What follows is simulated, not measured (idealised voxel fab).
Process module, titled voxel capacitor over wiring
The figure presents cross-section cut, which has a width of 240 nm and is divided into square cells with an edge length of 5 nm.
For the purposes of this document, a cross-section shall be understood as a grid of square cells, specified as bands listed in top-to-bottom order, each band consisting of one or more rows of cells. Band: top and bottom heights (nm) first, top before bottom; then materials from left to right, widths in nm. "full width" marks a sole material filling the band edge to edge. "blank" denotes empty space. A quick word on heights: they are counted from 0, and under that level the wafer as it came to us is one material throughout. The lowest band is different from the rest in having no bottom; it simply continues downward, written as in "0 nm and below". Graded width ("30..40"): value in top row of band = first number; value in bottom row = second number; row-to-row change constant. Given "nothing changed" for a step, no cell of the cross-section differs between before and after that step. Enclosed voids (no open way to top), threshold 8 cells or more, entry "Trapped void list", notation width x height at distance, distance from left edge, nm. Text after the settings on a step's line: the simulator's own remark on that step. You can add "overlay nm" to a step's line. For a step with a mask, it describes how far the mask lay to the right of its planned position, and a negative number describes a lay to the left.
Process steps - plan:
1,RECEIVE, material Si
2,CONFORMAL_DEP, material SiO2, thk nm 15
3,DIRECTIONAL_DEP, material TiN, thk nm 5
4,DIRECTIONAL_DEP, material Ru, thk nm 15
5,DIRECTIONAL_DEP, material aC, thk nm 10
6,PATTERN, tone cover, mask id METAL_1, material resist, width nm 25, pitch nm 75, thk nm 25, overlay nm 0
7,DIRECTIONAL_ETCH, etch materials aC, depth nm 10
8,STRIP, etch materials resist
9,DIRECTIONAL_ETCH, etch materials Ru, depth nm 15
10,DIRECTIONAL_ETCH, etch materials TiN, depth nm 5
11,STRIP, etch materials aC
12,FILL_DEP, material SiO2, thk nm 10
13,CMP, height nm 35
14,CONFORMAL_DEP, material SiCN, thk nm 5
15,DIRECTIONAL_DEP, material SiO2, thk nm 20
16,MASKED_ETCH, tone open, mask id PLUG_1, width nm 15, etch materials SiO2, depth nm 20, overlay nm 0
17,MASKED_ETCH, tone open, mask id PLUG_1, width nm 15, etch materials SiCN, depth nm 5, overlay nm 0
18,EPI, material Ru, thk nm 10
19,EPI, material Ru, thk nm 10
20,EPI, material Ru, thk nm 5
21,DIRECTIONAL_DEP, material TiN, thk nm 10
22,DIRECTIONAL_DEP, material SiN, thk nm 5
23,DIRECTIONAL_DEP, material TiN, thk nm 10
24,DIRECTIONAL_DEP, material aC, thk nm 15
25,PATTERN, tone cover, mask id UPPER_PLATE, material resist, width nm 55, thk nm 30, overlay nm 0
26,DIRECTIONAL_ETCH, etch materials aC, depth nm 15
27,STRIP, etch materials resist
28,DIRECTIONAL_ETCH, etch materials TiN, depth nm 10
29,DIRECTIONAL_ETCH, etch materials SiN, depth nm 5
30,STRIP, etch materials aC
31,DIRECTIONAL_DEP, material aC, thk nm 15
32,PATTERN, tone cover, mask id LOWER_PLATE, material resist, width nm 65, thk nm 30, overlay nm 0
33,DIRECTIONAL_ETCH, etch materials aC, depth nm 15
34,STRIP, etch materials resist
35,DIRECTIONAL_ETCH, etch materials TiN, depth nm 10
36,STRIP, etch materials aC
37,FILL_DEP, material SiO2, thk nm 15
38,CMP, height nm 95
39,DIRECTIONAL_DEP, material aC, thk nm 10
40,PATTERN, tone open, mask id PLUG_2, material resist, width nm 15, thk nm 30, overlay nm 0
41,DIRECTIONAL_ETCH, etch materials aC, depth nm 10
42,STRIP, etch materials resist
43,DIRECTIONAL_ETCH, etch materials SiO2, depth nm 10
44,STRIP, etch materials aC
45,CONFORMAL_DEP, material TiN, thk nm 5
46,FILL_DEP, material Cu, thk nm 5
47,CMP, height nm 95
48,CONFORMAL_DEP, material SiN, thk nm 5
Cross-sectional view of the wafer in its as-received condition, corresponding to the state after step 1:
0 nm and below = Si full width
Trapped void list: none
The module was run from the start shown above using the plan shown above, but one mistake was made doing it; the resulting wafer cross-section is below:
100 nm to 95 nm = SiN full width
95 nm to 90 nm = SiO2: 90, TiN: 5, Cu: 5, TiN: 5, SiO2: 135
90 nm to 85 nm = SiO2: 90, TiN: 15, SiO2: 135
85 nm to 75 nm = SiO2: 80, TiN: 55, SiO2: 105
75 nm to 70 nm = SiO2: 80, SiN: 55, SiO2: 105
70 nm to 60 nm = SiO2: 75, TiN: 65, SiO2: 100
60 nm to 40 nm = SiO2: 80, Ru: 15, SiO2: 145
40 nm to 35 nm = SiCN: 80, Ru: 15, SiCN: 145
35 nm to 20 nm = SiO2: 70, Ru: 25, SiO2: 50, Ru: 25, SiO2: 70
20 nm to 5 nm = SiO2 full width
5 nm to 0 nm = TiN full width
0 nm and below = Si full width
Trapped void list: none
It is concluded that the wafer was processed incorrectly with respect to the plan, in that deviation from plan: step 3 and step 2 executed in one another's positions
